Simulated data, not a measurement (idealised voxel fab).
Presented below is a process module, voxel transistor to metal.
Xsec cut, 190 nm wide, square cell size 5 nm.
Format of a cross-section: grid, square cells. Given as bands. Order: top down. Band: one or more rows of cells. First you get the band's top height and its bottom height, in nm, and then the materials it's made of, left to right, with each width in nm. If you see a single material with "all across", that one covers the band edge to edge. "air" is empty space. Convention: height 0 is the level below which the wafer, as received, is all one material. The lowest band does not terminate at the bottom but continues downward, represented as "0 and below". When a width is written as two numbers, as in "30..40", the first number is the width in the top row of cells of the band and the second is the width in its bottom row, and the width changes by the same amount from each row to the next. It should be understood that the words "no change occurred", when stated for a given step, signify that the cross-section underwent no change in any of its cells during that step. "Sealed voids" enumerates empty spaces isolated from the top, with no open way to it, that contain at least 8 cells, giving each as width x height at distance from the left edge, all three in nm. Heads up: the bit after the settings on a step's line is the simulator's remark on that step. overlay nm: step with mask; distance mask lay right of planned place; negative value = left of planned place.
PROCESS STEPS - PLAN
- 1: op RECEIVE | material Si
- 2: op OXIDIZE | depth nm 5
- 3: op CONFORMAL_DEP | material SiN | thk nm 10
- 4: op MASKED_ETCH | tone cover | mask id ACTIVE | width nm 125 | etch materials SiN | depth nm 10 | overlay nm 0
- 5: op MASKED_ETCH | tone cover | mask id ACTIVE | width nm 125 | etch materials SiO2 | depth nm 5 | overlay nm 0
- 6: op MASKED_ETCH | tone cover | mask id ACTIVE | width nm 125 | etch materials Si | depth nm 20 | overlay nm 0
- 7: op OXIDIZE | depth nm 5
- 8: op FILL_DEP | material SiO2 | thk nm 5
- 9: op CMP | height nm 10
- 10: op SELECTIVE_ETCH | etch materials SiO2 | depth nm 5
- 11: op STRIP | etch materials SiN
- 12: op SELECTIVE_ETCH | etch materials SiO2 | depth nm 5
- 13: op OXIDIZE | depth nm 5
- 14: op DIRECTIONAL_DEP | material polySi | thk nm 30
- 15: op DIRECTIONAL_DEP | material SiCN | thk nm 10
- 16: op MASKED_ETCH | tone cover | mask id GATE | width nm 35 | etch materials SiCN | depth nm 20 | overlay nm 0
- 17: op MASKED_ETCH | tone cover | mask id GATE | width nm 35 | etch materials polySi | depth nm 40 | overlay nm 0
- 18: op CONFORMAL_DEP | material SiN | thk nm 5
- 19: op DIRECTIONAL_ETCH | etch materials SiN | depth nm 5
- 20: op DIRECTIONAL_ETCH | etch materials SiO2 | depth nm 5
- 21: op EPI | material pSi | thk nm 5
- 22: op FILL_DEP | material SiO2 | thk nm 10
- 23: op CMP | height nm 25
- 24: op STRIP | etch materials polySi
- 25: op SELECTIVE_ETCH | etch materials SiO2 | depth nm 5
- 26: op CONFORMAL_DEP | material HfO2 | thk nm 5
- 27: op CONFORMAL_DEP | material TiN | thk nm 5
- 28: op FILL_DEP | material W | thk nm 5
- 29: op CMP | height nm 20
- 30: op DIRECTIONAL_DEP | material SiO2 | thk nm 10
- 31: op MASKED_ETCH | tone open | mask id CONTACT | width nm 20 | pitch nm 85 | etch materials SiO2 | depth nm 35 | overlay nm 0
- 32: op CONFORMAL_DEP | material TiN | thk nm 5
- 33: op FILL_DEP | material Ru | thk nm 5
- 34: op CMP | height nm 30
- 35: op CONFORMAL_DEP | material SiCN | thk nm 5
- 36: op DIRECTIONAL_DEP | material SiO2 | thk nm 25
- 37: op PATTERN | tone open | mask id METAL_1 | material resist | width nm 20 | pitch nm 85 | thk nm 15 | overlay nm 0
- 38: op DIRECTIONAL_ETCH | etch materials SiO2 | depth nm 25
- 39: op DIRECTIONAL_ETCH | etch materials SiCN | depth nm 5
- 40: op STRIP | etch materials resist
- 41: op CONFORMAL_DEP | material TiN | thk nm 5
- 42: op FILL_DEP | material Cu | thk nm 5
- 43: op CMP | height nm 60
- 44: op EPI | material Ru | thk nm 5
- 45: op FILL_DEP | material SiCN | thk nm 5
- 46: op DIRECTIONAL_DEP | material lowk | thk nm 30
- 47: op PATTERN | tone open | mask id METAL_2_HOLES | material resist | width nm 15 | pitch nm 85 | thk nm 15 | overlay nm 0
- 48: op DIRECTIONAL_ETCH | etch materials lowk | depth nm 30
- 49: op STRIP | etch materials resist
- 50: op PATTERN | tone open | mask id METAL_2 | material resist | width nm 20 | pitch nm 85 | thk nm 15 | overlay nm 0
- 51: op DIRECTIONAL_ETCH | etch materials lowk | depth nm 20
- 52: op DIRECTIONAL_ETCH | etch materials SiCN | depth nm 5
- 53: op STRIP | etch materials resist
- 54: op CONFORMAL_DEP | material TiN | thk nm 5
- 55: op FILL_DEP | material Cu | thk nm 5
- 56: op CMP | height nm 100
- 57: op CONFORMAL_DEP | material SiN | thk nm 5
CROSS-SECTIONAL VIEW OF THE WAFER IN ITS AS-RECEIVED CONDITION, CORRESPONDING TO THE STATE AFTER STEP 1
    0 and below  Si all across
    Sealed voids: none
LOOK AT THE CROSS-SECTION AFTER THE MODULE: THE WAFER STARTED OUT THE WAY SHOWN ABOVE AND THE PLAN WAS THE ONE SHOWN ABOVE, YET ONE MISTAKE WAS MADE ALONG THE WAY
    105 down to 100  SiN all across
    100 down to 75  lowk: 35 / TiN: 5 / Cu: 15 / TiN: 5 / lowk: 60 / TiN: 5 / Cu: 15 / TiN: 5 / lowk: 45
    75 down to 70  lowk: 35 / TiN: 10 / Cu: 10 / TiN: 5 / lowk: 60 / TiN: 10 / Cu: 10 / TiN: 5 / lowk: 45
    70 down to 65  SiCN: 40 / TiN: 20 / SiCN: 65 / TiN: 20 / SiCN: 45
    65 down to 60  SiCN: 35 / Ru: 30 / SiCN: 55 / Ru: 30 / SiCN: 40
    60 down to 35  SiO2: 40 / TiN: 5 / Cu: 10 / TiN: 5 / SiO2: 65 / TiN: 5 / Cu: 10 / TiN: 5 / SiO2: 45
    35 down to 30  SiCN: 40 / TiN: 20 / SiCN: 65 / TiN: 20 / SiCN: 45
    30 down to 20  SiO2: 40 / TiN: 5 / Ru: 10 / TiN: 5 / SiO2: 65 / TiN: 5 / Ru: 10 / TiN: 5 / SiO2: 45
    20 down to 0  SiO2: 40 / TiN: 5 / Ru: 10 / TiN: 5 / SiO2: 10 / SiN: 5 / HfO2: 5 / TiN: 5 / W: 15 / TiN: 5 / HfO2: 5 / SiN: 5 / SiO2: 10 / TiN: 5 / Ru: 10 / TiN: 5 / SiO2: 45
    0 down to -5  SiO2: 25 / SiN: 5 / SiO2: 10 / TiN: 20 / SiO2: 10 / SiN: 5 / HfO2: 5 / TiN: 25 / HfO2: 5 / SiN: 5 / SiO2: 10 / TiN: 20 / SiO2: 10 / SiN: 5 / SiO2: 30
    -5 down to -10  SiO2: 30 / pSi: 40 / HfO2: 45 / pSi: 40 / SiO2: 35
    -10 down to -30  SiO2: 35 / Si: 115 / SiO2: 40
    -30 and below  Si all across
    Sealed voids: none
Against the plan, the run slipped here: step 47, actual vs plan mismatch, actual run op PATTERN | tone open | mask id METAL_2_HOLES | material resist | width nm 25 | pitch nm 85 | thk nm 15 | overlay nm 0
